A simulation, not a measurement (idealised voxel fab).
voxel self aligned vias: a process module
The width of the displayed cross-section, cut, is 250 nm; its cells are square, with a size of 5 nm.
Each cross-section below is a grid of square cells, stated as bands in top-down order, with one or more rows of cells making up each band. Within each band entry, the heights of the top and of the bottom of the band appear first, in that order and in nm; the materials of the band then follow from left to right, each with its corresponding width in nm. The designation "edge to edge" on a single material indicates that it fills the band from edge to edge; the designation "air" indicates empty space. The reference from which all heights are counted is 0, the level beneath which the as-received wafer is entirely one material; the lowest band, having no lower bound, proceeds downward and is written after the example "0 nm and below". Note: "30..40" means the width goes from the first number (top row of the band) to the second number (bottom row) in equal steps per row of cells. When a step is marked "remains unaltered", none of the cells in the cross-section changed during that step. Empty spaces without an open route to the top, at least 8 cells in extent, make up the entry "Trapped void list"; each is given as width x height at distance, where the distance is measured from the left edge, and all are in nm. Formally, on a step line, whatever follows the settings is a remark that the simulator itself makes on the step. overlay nm: mask right of planned place by this much (step with mask). Neg. = left.

-- This section lists the process steps that were planned
1: RECEIVE | material Si
2: CONFORMAL_DEP | material SiO2 | thk nm 10
3: CONFORMAL_DEP | material SiCN | thk nm 5
4: DIRECTIONAL_DEP | material SiO2 | thk nm 20
5: PATTERN | tone open | mask id LINES | material resist | width nm 30 | pitch nm 55 | thk nm 15 | overlay nm 0
6: DIRECTIONAL_ETCH | etch materials SiO2 | depth nm 20
7: STRIP | etch materials resist
8: CONFORMAL_DEP | material TiN | thk nm 5
9: FILL_DEP | material Ru | thk nm 5
10: CMP | height nm 35
11: SELECTIVE_ETCH | etch materials W Ru TiN | depth nm 5
12: FILL_DEP | material SiN | thk nm 10
13: CMP | height nm 35
14: DIRECTIONAL_DEP | material SiO2 | thk nm 20
15: MASKED_ETCH | tone open | mask id VIAS | width nm 40 | pitch nm 55 | etch materials SiO2 | depth nm 20 | overlay nm 0
16: MASKED_ETCH | tone open | mask id VIAS | width nm 40 | pitch nm 55 | etch materials SiN | depth nm 5 | overlay nm 0
17: CONFORMAL_DEP | material TiN | thk nm 5
18: FILL_DEP | material Ru | thk nm 10
19: CMP | height nm 55
20: CONFORMAL_DEP | material SiCN | thk nm 5

-- The first of the two wafers, which ran as planned

-- Incoming wafer, cross-sectional view, post step 1
- 0 nm and below = Si edge to edge
- Trapped void list: none

-- Wafer xsec, post step 2
- 10 nm to 0 nm = SiO2 edge to edge
- Below a height of 0, the structure has not been altered.

-- Wafer xsec, post step 3
- 15 nm to 10 nm = SiCN edge to edge
- Below a height of 10, the structure has not been altered.

-- Wafer xsec, post step 4
- 35 nm to 15 nm = SiO2 edge to edge
- Below a height of 15, the structure has not been altered.

-- Wafer xsec, post step 5
- 50 nm to 35 nm = 55 of resist | 30 of air | 25 of resist | 30 of air | 25 of resist | 30 of air | 55 of resist
- Below a height of 35, the structure has not been altered.

-- Wafer xsec, post step 6
- 50 nm to 35 nm = 55 of resist | 30 of air | 25 of resist | 30 of air | 25 of resist | 30 of air | 55 of resist
- 35 nm to 15 nm = 55 of SiO2 | 30 of air | 25 of SiO2 | 30 of air | 25 of SiO2 | 30 of air | 55 of SiO2
- Below a height of 15, the structure has not been altered.

-- Wafer xsec, post step 7
- 35 nm to 15 nm = 55 of SiO2 | 30 of air | 25 of SiO2 | 30 of air | 25 of SiO2 | 30 of air | 55 of SiO2
- Below a height of 15, the structure has not been altered.

-- Wafer xsec, post step 8
- 40 nm to 35 nm = 60 of TiN | 20 of air | 35 of TiN | 20 of air | 35 of TiN | 20 of air | 60 of TiN
- 35 nm to 20 nm = 55 of SiO2 | 5 of TiN | 20 of air | 5 of TiN | 25 of SiO2 | 5 of TiN | 20 of air | 5 of TiN | 25 of SiO2 | 5 of TiN | 20 of air | 5 of TiN | 55 of SiO2
- 20 nm to 15 nm = 55 of SiO2 | 30 of TiN | 25 of SiO2 | 30 of TiN | 25 of SiO2 | 30 of TiN | 55 of SiO2
- Below a height of 15, the structure has not been altered.

-- Wafer xsec, post step 9
- 45 nm to 40 nm = Ru edge to edge
- 40 nm to 35 nm = 60 of TiN | 20 of Ru | 35 of TiN | 20 of Ru | 35 of TiN | 20 of Ru | 60 of TiN
- 35 nm to 20 nm = 55 of SiO2 | 5 of TiN | 20 of Ru | 5 of TiN | 25 of SiO2 | 5 of TiN | 20 of Ru | 5 of TiN | 25 of SiO2 | 5 of TiN | 20 of Ru | 5 of TiN | 55 of SiO2
- Below a height of 20, the structure has not been altered.

-- Wafer xsec, post step 10
- 35 nm to 20 nm = 55 of SiO2 | 5 of TiN | 20 of Ru | 5 of TiN | 25 of SiO2 | 5 of TiN | 20 of Ru | 5 of TiN | 25 of SiO2 | 5 of TiN | 20 of Ru | 5 of TiN | 55 of SiO2
- Below a height of 20, the structure has not been altered.

-- Wafer xsec, post step 11
- 35 nm to 30 nm = 55 of SiO2 | 30 of air | 25 of SiO2 | 30 of air | 25 of SiO2 | 30 of air | 55 of SiO2
- Below a height of 30, the structure has not been altered.

-- Wafer xsec, post step 12
- 45 nm to 35 nm = SiN edge to edge
- 35 nm to 30 nm = 55 of SiO2 | 30 of SiN | 25 of SiO2 | 30 of SiN | 25 of SiO2 | 30 of SiN | 55 of SiO2
- Below a height of 30, the structure has not been altered.

-- Wafer xsec, post step 13
- 35 nm to 30 nm = 55 of SiO2 | 30 of SiN | 25 of SiO2 | 30 of SiN | 25 of SiO2 | 30 of SiN | 55 of SiO2
- Below a height of 30, the structure has not been altered.

-- Wafer xsec, post step 14
- 55 nm to 35 nm = SiO2 edge to edge
- Below a height of 35, the structure has not been altered.

-- Wafer xsec, post step 15
- 55 nm to 35 nm = 50 of SiO2 | 40 of air | 15 of SiO2 | 40 of air | 15 of SiO2 | 40 of air | 50 of SiO2
- Below a height of 35, the structure has not been altered.

-- Wafer xsec, post step 16
- 55 nm to 35 nm = 50 of SiO2 | 40 of air | 15 of SiO2 | 40 of air | 15 of SiO2 | 40 of air | 50 of SiO2
- 35 nm to 30 nm = 55 of SiO2 | 30 of air | 25 of SiO2 | 30 of air | 25 of SiO2 | 30 of air | 55 of SiO2
- Below a height of 30, the structure has not been altered.

-- Wafer xsec, post step 17
- 60 nm to 55 nm = 55 of TiN | 30 of air | 25 of TiN | 30 of air | 25 of TiN | 30 of air | 55 of TiN
- 55 nm to 40 nm = 50 of SiO2 | 5 of TiN | 30 of air | 5 of TiN | 15 of SiO2 | 5 of TiN | 30 of air | 5 of TiN | 15 of SiO2 | 5 of TiN | 30 of air | 5 of TiN | 50 of SiO2
- 40 nm to 35 nm = 50 of SiO2 | 10 of TiN | 20 of air | 10 of TiN | 15 of SiO2 | 10 of TiN | 20 of air | 10 of TiN | 15 of SiO2 | 10 of TiN | 20 of air | 10 of TiN | 50 of SiO2
- 35 nm to 30 nm = 55 of SiO2 | 30 of TiN | 25 of SiO2 | 30 of TiN | 25 of SiO2 | 30 of TiN | 55 of SiO2
- Below a height of 30, the structure has not been altered.

-- Wafer xsec, post step 18
- 70 nm to 60 nm = Ru edge to edge
- 60 nm to 55 nm = 55 of TiN | 30 of Ru | 25 of TiN | 30 of Ru | 25 of TiN | 30 of Ru | 55 of TiN
- 55 nm to 40 nm = 50 of SiO2 | 5 of TiN | 30 of Ru | 5 of TiN | 15 of SiO2 | 5 of TiN | 30 of Ru | 5 of TiN | 15 of SiO2 | 5 of TiN | 30 of Ru | 5 of TiN | 50 of SiO2
- 40 nm to 35 nm = 50 of SiO2 | 10 of TiN | 20 of Ru | 10 of TiN | 15 of SiO2 | 10 of TiN | 20 of Ru | 10 of TiN | 15 of SiO2 | 10 of TiN | 20 of Ru | 10 of TiN | 50 of SiO2
- Below a height of 35, the structure has not been altered.

-- Wafer xsec, post step 19
- 55 nm to 40 nm = 50 of SiO2 | 5 of TiN | 30 of Ru | 5 of TiN | 15 of SiO2 | 5 of TiN | 30 of Ru | 5 of TiN | 15 of SiO2 | 5 of TiN | 30 of Ru | 5 of TiN | 50 of SiO2
- Below a height of 40, the structure has not been altered.

-- Wafer xsec, post step 20
- 60 nm to 55 nm = SiCN edge to edge
- Below a height of 55, the structure has not been altered.

-- Wafer two. Identical start, identical plan. One mistake in execution. Identical history through step 14

-- Cross-section of the second wafer at the time by which step 15 should have been completed according to the plan
- 55 nm to 35 nm = 50 of air | 40 of SiO2 | 15 of air | 40 of SiO2 | 15 of air | 40 of SiO2 | 50 of air
- Below a height of 35, the structure has not been altered.

Cross-section of the second wafer at the time by which step 16 should have been completed according to the plan: remains unaltered

-- Cross-section of the second wafer at the time by which step 17 should have been completed according to the plan
- 60 nm to 55 nm = 45 of air | 50 of TiN | 5 of air | 50 of TiN | 5 of air | 50 of TiN | 45 of air
- 55 nm to 40 nm = 45 of air | 5 of TiN | 40 of SiO2 | 5 of TiN | 5 of air | 5 of TiN | 40 of SiO2 | 5 of TiN | 5 of air | 5 of TiN | 40 of SiO2 | 5 of TiN | 45 of air
- 40 nm to 35 nm = 50 of TiN | 40 of SiO2 | 15 of TiN | 40 of SiO2 | 15 of TiN | 40 of SiO2 | 50 of TiN
- Below a height of 35, the structure has not been altered.

-- Cross-section of the second wafer at the time by which step 18 should have been completed according to the plan
- 70 nm to 60 nm = Ru edge to edge
- 60 nm to 55 nm = 45 of Ru | 50 of TiN | 5 of Ru | 50 of TiN | 5 of Ru | 50 of TiN | 45 of Ru
- 55 nm to 40 nm = 45 of Ru | 5 of TiN | 40 of SiO2 | 5 of TiN | 5 of Ru | 5 of TiN | 40 of SiO2 | 5 of TiN | 5 of Ru | 5 of TiN | 40 of SiO2 | 5 of TiN | 45 of Ru
- Below a height of 40, the structure has not been altered.

-- Cross-section of the second wafer at the time by which step 19 should have been completed according to the plan
- 55 nm to 40 nm = 45 of Ru | 5 of TiN | 40 of SiO2 | 5 of TiN | 5 of Ru | 5 of TiN | 40 of SiO2 | 5 of TiN | 5 of Ru | 5 of TiN | 40 of SiO2 | 5 of TiN | 45 of Ru
- Below a height of 40, the structure has not been altered.

-- Cross-section of the second wafer at the time by which step 20 should have been completed according to the plan
- 60 nm to 55 nm = SiCN edge to edge
- Below a height of 55, the structure has not been altered.
Here's what went sideways: in deviation from the planned setting, step 15 was conducted as MASKED_ETCH | tone cover | mask id VIAS | width nm 40 | pitch nm 55 | etch materials SiO2 | depth nm 20 | overlay nm 0
Once processing is complete, comparing cell counts shows that the second wafer has more or fewer of certain materials than the first: 6 fewer of Ru; 18 more of SiN; 8 fewer of SiO2; 4 fewer of TiN
